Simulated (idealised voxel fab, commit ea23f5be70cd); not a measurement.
Presented below is a process module, voxel self aligned vias.
The cross-section shown here is cut; it is 215 nm wide and divided into square cells measuring 5 nm on a side.
If you're reading a cross-section in this doc, picture square cells in a grid; it comes to you as bands, top ones listed first down to the bottom, and a band can be one or more rows of cells.
Band: top and bottom heights (nm) first, top before bottom; then materials from left to right, widths in nm. "everywhere" marks a sole material filling the band edge to edge. "air" denotes empty space.
For the purposes of this specification, 0 denotes the height below which the wafer in its as-received condition is composed wholly of one material, and the lowermost band, lacking a lower limit, extends downward without end, as expressed in "0 -> down".
With a width like "30 to 40", each row of cells in the band differs from the next by the same amount, the top row carrying the first number and the bottom row the second.
A step reported as "identical to before" is a step in which no cell of the cross-section changed.
The entry titled "Unvented internal voids" provides the empty spaces that have no open way to the top, restricted to those of 8 cells or more. Each is presented as width x height at distance, the distance being measured from the left edge, with all three in nm.
On each step's line, the part that comes after the settings is the simulator's own comment on the step.
overlay nm: how far to the right of its planned place the mask lay on this masked step (negative: to the left).

Listed below are the process steps as planned:
step 1: RECEIVE: material Si
step 2: CONFORMAL_DEP: material SiO2, thk nm 10
step 3: CONFORMAL_DEP: material SiCN, thk nm 5
step 4: DIRECTIONAL_DEP: material lowk, thk nm 20
step 5: DIRECTIONAL_DEP: material aC, thk nm 15
step 6: PATTERN: tone open, mask id LINES, material resist, width nm 30, pitch nm 75, thk nm 35, overlay nm 0
step 7: DIRECTIONAL_ETCH: etch materials aC, depth nm 15
step 8: STRIP: etch materials resist
step 9: DIRECTIONAL_ETCH: etch materials lowk, depth nm 20
step 10: STRIP: etch materials aC
step 11: CONFORMAL_DEP: material TiN, thk nm 5
step 12: FILL_DEP: material Ru, thk nm 10
step 13: CMP: height nm 35
step 14: SELECTIVE_ETCH: etch materials W Ru TiN, depth nm 5
step 15: FILL_DEP: material SiN, thk nm 5
step 16: CMP: height nm 35
step 17: DIRECTIONAL_DEP: material lowk, thk nm 15
step 18: DIRECTIONAL_DEP: material aC, thk nm 15
step 19: PATTERN: tone open, mask id VIAS, material resist, width nm 50, pitch nm 75, thk nm 30, overlay nm 0
step 20: DIRECTIONAL_ETCH: etch materials aC, depth nm 15
step 21: STRIP: etch materials resist
step 22: DIRECTIONAL_ETCH: etch materials lowk, depth nm 15
step 23: DIRECTIONAL_ETCH: etch materials SiN, depth nm 5
step 24: STRIP: etch materials aC
step 25: CONFORMAL_DEP: material TiN, thk nm 5
step 26: FILL_DEP: material Ru, thk nm 5
step 27: CMP: height nm 50
step 28: CONFORMAL_DEP: material SiCN, thk nm 5

Cross-section of the wafer upon arrival, representing the state reached after step 1:
> 0 -> down | Si everywhere
> Unvented internal voids: none

Figure: cross-sectional view of the wafer upon completion of the module, processed from the initial state and according to the plan depicted above, with one error introduced during execution:
> 55 -> 50 | SiCN everywhere
> 50 -> 35 | lowk (45) / TiN (5) / Ru (40) / TiN (5) / lowk (25) / TiN (5) / Ru (40) / TiN (5) / lowk (45)
> 35 -> 30 | lowk (45) / TiN (50) / lowk (25) / TiN (50) / lowk (45)
> 30 -> 20 | lowk (45) / TiN (15) / Ru (20) / TiN (15) / lowk (25) / TiN (15) / Ru (20) / TiN (15) / lowk (45)
> 20 -> 15 | lowk (55) / TiN (30) / lowk (45) / TiN (30) / lowk (55)
> 15 -> 10 | SiCN everywhere
> 10 -> 0 | SiO2 everywhere
> 0 -> down | Si everywhere
> Unvented internal voids: none
The mistake made against the process plan was this: the plan's step 22 ran twice
